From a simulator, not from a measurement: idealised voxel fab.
Module name: voxel fin reveal (process module)
Cross-sectional view cut (width: 250 nm; square cell size: 5 nm).
Throughout this document, each cross-section is represented as a grid of square cells and is presented as a sequence of bands enumerated from the top downward, where a band comprises one or more rows of cells. Band: top and bottom heights (nm) first, top before bottom; then materials from left to right, widths in nm. "full width" marks a sole material filling the band edge to edge. "air" denotes empty space. It should be noted that heights are counted from 0, beneath which the wafer as supplied is of one material throughout, and that the lowest band possesses no lower boundary but continues downward, as written in "0..down". A width given as "30->40" starts at the first number in the band's top row and ends at the second number in its bottom row, shifting by an equal amount at every step from row to row. You'll sometimes find "changes: none" written for a step, and that's the way of saying that nowhere in the cross-section did a cell change during that step. The entry titled "Voids, fully enclosed" provides the empty spaces that have no open way to the top, restricted to those of 8 cells or more. Each is presented as width x height at distance, the distance being measured from the left edge, with all three in nm. It should be noted that, on the line of a given step, the content following the step's settings is a remark produced by the simulator itself with respect to that step. A step's line can hold "overlay nm"; with a mask on that step, the setting says how far right of the planned place the mask lay, while a negative setting says it lay to the left.
### Steps in the process plan
- 1: op RECEIVE | material Si
- 2: op CONFORMAL_DEP | material SiN | thk nm 5
- 3: op DIRECTIONAL_DEP | material aC | thk nm 15
- 4: op PATTERN | tone cover | mask id FINS | material resist | width nm 15 | pitch nm 35 | thk nm 35 | overlay nm 0
- 5: op DIRECTIONAL_ETCH | etch materials aC | depth nm 15
- 6: op STRIP | etch materials resist
- 7: op DIRECTIONAL_ETCH | etch materials SiN | depth nm 5
- 8: op DIRECTIONAL_ETCH | etch materials Si | depth nm 30
- 9: op STRIP | etch materials aC
- 10: op FILL_DEP | material SiO2 | thk nm 5
- 11: op CMP | height nm 5
- 12: op SELECTIVE_ETCH | etch materials SiO2 | depth nm 25
- 13: op STRIP | etch materials SiN
- 14: op CONFORMAL_DEP | material HfO2 | thk nm 5
### Delivered wafer in cross-section: state after step 1
0..down | Si full width
Voids, fully enclosed: none
### a wafer at the end: this start, this plan, one mistake
5..0 | 60 of air | 25 of HfO2 | 10 of air | 25 of HfO2 | 10 of air | 25 of HfO2 | 10 of air | 25 of HfO2 | 60 of air
0..-15 | 60 of air | 5 of HfO2 | 15 of Si | 5 of HfO2 | 10 of air | 5 of HfO2 | 15 of Si | 5 of HfO2 | 10 of air | 5 of HfO2 | 15 of Si | 5 of HfO2 | 10 of air | 5 of HfO2 | 15 of Si | 5 of HfO2 | 60 of air
-15..-20 | 65 of HfO2 | 15 of Si | 20 of HfO2 | 15 of Si | 20 of HfO2 | 15 of Si | 20 of HfO2 | 15 of Si | 65 of HfO2
-20..-25 | 65 of SiO2 | 15 of Si | 20 of SiO2 | 15 of Si | 20 of SiO2 | 15 of Si | 20 of SiO2 | 15 of Si | 65 of SiO2
-25..down | Si full width
Voids, fully enclosed: none
What was done differently from what was planned? rather than as planned, step 8 actually ran as op DIRECTIONAL_ETCH | etch materials Si | depth nm 25
